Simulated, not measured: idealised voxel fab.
process module | voxel self aligned vias
cross-section cut | 285 nm wide | cells 5 nm
A cross-section is a grid of square cells, given in bands from the top down. A band is one or more rows of cells.
Each band's line starts with the height of the band's top and of its bottom, in nm. Then come its materials from left to right, each with its width in nm. One material with "throughout" fills the band from edge to edge. "air" is empty space.
Height 0 is the level under which the wafer as received is all one material. The lowest band goes on downwards, as in "0 down".
A width such as "30 to 40" changes by the same amount from each row of cells to the next, from the band's top row to its bottom row.
"no change" after a step means that no cell of the cross-section changed.
closed voids: empty space of 8 cells or more with no open way to the top, each as width x height at its distance from the left edge, in nm
after a step's settings: what the simulator itself notes on the step
overlay nm, on a step with a mask: how far to the right of its planned place the mask lay; to the left if negative
plan
1 op RECEIVE | material Si
2 op CONFORMAL_DEP | material SiO2 | thk nm 10
3 op CONFORMAL_DEP | material SiCN | thk nm 5
4 op DIRECTIONAL_DEP | material SiO2 | thk nm 30
5 op PATTERN | tone open | mask id LINES | material resist | width nm 30 | pitch nm 60 | thk nm 15 | overlay nm 0
6 op DIRECTIONAL_ETCH | etch materials SiO2 | depth nm 30
7 op STRIP | etch materials resist
8 op CONFORMAL_DEP | material TiN | thk nm 5
9 op FILL_DEP | material W | thk nm 5
10 op CMP | height nm 45
11 op SELECTIVE_ETCH | etch materials W Ru TiN | depth nm 10
12 op FILL_DEP | material SiN | thk nm 5
13 op CMP | height nm 45
14 op DIRECTIONAL_DEP | material SiO2 | thk nm 15
15 op MASKED_ETCH | tone open | mask id VIAS | width nm 40 | pitch nm 60 | etch materials SiO2 | depth nm 15 | overlay nm 0
16 op MASKED_ETCH | tone open | mask id VIAS | width nm 40 | pitch nm 60 | etch materials SiN | depth nm 10 | overlay nm 0
17 op CONFORMAL_DEP | material TiN | thk nm 5
18 op FILL_DEP | material W | thk nm 10
19 op CMP | height nm 60
20 op CONFORMAL_DEP | material SiCN | thk nm 5
as received, after step 1
  0 down: Si throughout
  closed voids: none
a wafer at the end: this start, this plan, one mistake
  65 to 60: SiCN throughout
  60 to 50: SiO2 90 | TiN 5 | W 30 | TiN 5 | SiO2 20 | TiN 5 | W 30 | TiN 5 | SiO2 95
  50 to 40: SiO2 90 to 95 | TiN 10 to 5 | W 20 | TiN 10 to 5 | SiO2 20 to 30 | TiN 10 to 5 | W 20 | TiN 10 to 5 | SiO2 95 to 100
  40 to 35: SiO2 95 | TiN 30 | SiO2 30 | TiN 30 | SiO2 100
  35 to 20: SiO2 95 | TiN 5 | W 20 | TiN 5 | SiO2 30 | TiN 5 | W 20 | TiN 5 | SiO2 100
  20 to 15: SiO2 95 | TiN 30 | SiO2 30 | TiN 30 | SiO2 100
  15 to 5: SiO2 throughout
  5 to 0: SiCN throughout
  0 down: Si throughout
  closed voids: none
what went wrong: steps 2 and 3 were swapped
